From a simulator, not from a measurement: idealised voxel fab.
Process module heading - voxel local oxidation
Displayed cross-section: cut, width of 170 nm, square cells sized 5 nm.
When this document writes out a cross-section, it uses a grid of square cells and lists it as bands, beginning at the top and moving down, with a band standing for one or more rows of cells.
The entry gives the band's vertical extent as a top height and a bottom height in nm, then its horizontal make-up as materials from left to right, each with a width in nm. "empty" stands for empty space; a single material marked "throughout" fills the band edge to edge.
All heights in this document are referenced to 0, defined as the level beneath which the wafer, as received, consists entirely of one material. The lowest band is not bounded below; it extends indefinitely downward and is written in the form "0 nm and below".
It should be noted that a width expressed as "30 to 40" varies in equal increments from row to row of cells within the band, taking the value of the first number at the top row and that of the second number at the bottom row.
Take "no modifications" at face value: in the step it is given for, the cross-section changed in none of its cells.
Reported under the label "Enclosed void inventory" are the empty spaces having no open way to the top and comprising 8 cells or more; the notation for each is width x height at distance, in which the distance is measured from the left edge and all three values are in nm.
Past the settings on a step's line: simulator remark, on that step.
The optional step-line setting "overlay nm" applies to steps with a mask and quantifies how far to the right of its planned location the mask lay, a negative value indicating leftward placement.
### plan
1: op RECEIVE | material Si
2: op CONFORMAL_DEP | material SiO2 | thk nm 5
3: op CONFORMAL_DEP | material SiN | thk nm 10
4: op PATTERN | tone cover | mask id ACTIVE | material resist | width nm 95 | thk nm 15 | overlay nm 0
5: op DIRECTIONAL_ETCH | etch materials SiN | depth nm 10
6: op STRIP | etch materials resist
7: op SELECTIVE_ETCH | etch materials SiO2 | depth nm 5
8: op OXIDIZE | depth nm 15
9: op STRIP | etch materials SiN
### Incoming wafer in cross-section (state: after step 1)
- 0 nm and below  Si throughout
- Enclosed void inventory: none
### End-of-module XS, first of two wafers, run as planned
- 5 nm to 0 nm  40 nm empty, then 85 nm SiO2, then 45 nm empty
- 0 nm to -15 nm  55 nm SiO2, then 55 nm Si, then 60 nm SiO2
- -15 nm and below  Si throughout
- Enclosed void inventory: none
### Cross-section, second wafer: same start as the first, same plan as the first, one mistake in running it; taken at the end of the module
- 5 nm to 0 nm  45 nm empty, then 80 nm SiO2, then 45 nm empty
- 0 nm to -15 nm  60 nm SiO2, then 50 nm Si, then 60 nm SiO2
- -15 nm and below  Si throughout
- Enclosed void inventory: none
Against the plan, the run slipped here: step 4 was processed under conditions differing from the plan, specifically as op PATTERN | tone cover | mask id ACTIVE | material resist | width nm 90 | thk nm 15 | overlay nm 0
Wafer comparison, final, in cells, second relative to first, materials more or fewer: -3 Si | +2 SiO2
